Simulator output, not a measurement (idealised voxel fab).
A process module follows: voxel transistor to metal.
The cross-section on display is named cut; it measures 200 nm wide, and its cells are 5 nm squares.
In what follows, cross-sections appear as grids of square cells, described through bands that run from the top down, where every band is one or more rows of cells. Read a band's entry like this: the first values are the height of its top and the height of its bottom in nm, and what follows is the sequence of materials from left to right, each with its width in nm. Note that "blank" is empty space, and that a single material marked "full width" reaches across the band from edge to edge. All heights in this document are referenced to 0, defined as the level beneath which the wafer, as received, consists entirely of one material. The lowest band is not bounded below; it extends indefinitely downward and is written in the form "0..down". The notation "30..40" denotes a width that varies across the rows of cells in the band, beginning at the first number in the top row, finishing at the second number in the bottom row, and changing by an identical amount from each row to the next. The cross-section has no changed cell in any step marked "changes: none". Reported under the label "Trapped cavities" are the empty spaces having no open way to the top and comprising 8 cells or more; the notation for each is width x height at distance, in which the distance is measured from the left edge and all three values are in nm. Where a step's line continues beyond its settings, the continuation is a remark by the simulator itself on that step. overlay nm: how far to the right of its planned place the mask lay on this masked step (negative: to the left).

Plan
1. RECEIVE, material Si
2. OXIDIZE, depth nm 5
3. CONFORMAL_DEP, material SiN, thk nm 15
4. PATTERN, tone cover, mask id ACTIVE, material resist, width nm 125, thk nm 15, overlay nm 0
5. DIRECTIONAL_ETCH, etch materials SiN, depth nm 15
6. DIRECTIONAL_ETCH, etch materials SiO2, depth nm 5
7. DIRECTIONAL_ETCH, etch materials Si, depth nm 25
8. STRIP, etch materials resist
9. OXIDIZE, depth nm 5
10. FILL_DEP, material SiO2, thk nm 10
11. CMP, height nm 15
12. SELECTIVE_ETCH, etch materials SiO2, depth nm 10
13. STRIP, etch materials SiN
14. SELECTIVE_ETCH, etch materials SiO2, depth nm 5
15. OXIDIZE, depth nm 5
16. DIRECTIONAL_DEP, material polySi, thk nm 20
17. DIRECTIONAL_DEP, material SiCN, thk nm 15
18. PATTERN, tone cover, mask id GATE, material resist, width nm 35, thk nm 15, overlay nm 0
19. DIRECTIONAL_ETCH, etch materials SiCN, depth nm 25
20. DIRECTIONAL_ETCH, etch materials polySi, depth nm 30
21. STRIP, etch materials resist
22. CONFORMAL_DEP, material SiN, thk nm 10
23. DIRECTIONAL_ETCH, etch materials SiN, depth nm 10
24. DIRECTIONAL_ETCH, etch materials SiO2, depth nm 5
25. DIRECTIONAL_ETCH, etch materials Si, depth nm 10
26. EPI, material SiGe, thk nm 10
27. FILL_DEP, material SiO2, thk nm 5
28. CMP, height nm 15
29. STRIP, etch materials polySi
30. SELECTIVE_ETCH, etch materials SiO2, depth nm 5
31. CONFORMAL_DEP, material HfO2, thk nm 5
32. CONFORMAL_DEP, material TiN, thk nm 5
33. FILL_DEP, material W, thk nm 10
34. CMP, height nm 10
35. DIRECTIONAL_DEP, material SiO2, thk nm 10
36. MASKED_ETCH, tone open, mask id CONTACT, width nm 15, pitch nm 90, etch materials SiO2, depth nm 30, overlay nm 0
37. CONFORMAL_DEP, material TiN, thk nm 5
38. FILL_DEP, material W, thk nm 10
39. CMP, height nm 20
40. CONFORMAL_DEP, material SiN, thk nm 5
41. DIRECTIONAL_DEP, material SiO2, thk nm 20
42. PATTERN, tone open, mask id METAL_1, material resist, width nm 15, pitch nm 90, thk nm 20, overlay nm 0
43. DIRECTIONAL_ETCH, etch materials SiO2, depth nm 20
44. DIRECTIONAL_ETCH, etch materials SiN, depth nm 5
45. STRIP, etch materials resist
46. CONFORMAL_DEP, material TiN, thk nm 5
47. FILL_DEP, material Cu, thk nm 5
48. CMP, height nm 45
49. CONFORMAL_DEP, material SiN, thk nm 5

This is the cross-section of the wafer as we received it, i.e. after step 1
	0..down  Si full width
	Trapped cavities: none

End state of the module in cross-section, given the above starting point and plan and one mistake in execution
	50..45  SiN full width
	45..25  SiO2 45 nm, then TiN 5 nm, then Cu 5 nm, then TiN 5 nm, then SiO2 75 nm, then TiN 5 nm, then Cu 5 nm, then TiN 5 nm, then SiO2 50 nm
	25..20  SiN 45 nm, then TiN 15 nm, then SiN 75 nm, then TiN 15 nm, then SiN 50 nm
	20..15  SiO2 45 nm, then TiN 5 nm, then W 5 nm, then TiN 5 nm, then SiO2 75 nm, then TiN 5 nm, then W 5 nm, then TiN 5 nm, then SiO2 50 nm
	15..10  SiO2 45 nm, then TiN 15 nm, then SiO2 75 nm, then TiN 15 nm, then SiO2 50 nm
	10..5  W 70 nm, then TiN 5 nm, then HfO2 5 nm, then SiN 10 nm, then SiO2 15 nm, then SiN 10 nm, then HfO2 5 nm, then TiN 5 nm, then W 75 nm
	5..0  TiN 35 nm, then W 35 nm, then TiN 5 nm, then HfO2 5 nm, then SiN 10 nm, then SiO2 15 nm, then SiN 10 nm, then HfO2 5 nm, then TiN 5 nm, then W 35 nm, then TiN 40 nm
	0..-5  HfO2 30 nm, then TiN 45 nm, then HfO2 5 nm, then SiN 10 nm, then SiGe 15 nm, then SiN 10 nm, then HfO2 5 nm, then TiN 45 nm, then HfO2 35 nm
	-5..-10  SiO2 25 nm, then HfO2 60 nm, then SiO2 5 nm, then SiGe 15 nm, then SiO2 5 nm, then HfO2 60 nm, then SiO2 30 nm
	-10..-20  SiO2 40 nm, then Si 50 nm, then SiGe 15 nm, then Si 50 nm, then SiO2 45 nm
	-20..-35  SiO2 40 nm, then Si 115 nm, then SiO2 45 nm
	-35..down  Si full width
	Trapped cavities: none
Diagnosis: so step 18 ended up running with a different setting than we planned, it ran as PATTERN, tone open, mask id GATE, material resist, width nm 35, thk nm 15, overlay nm 0
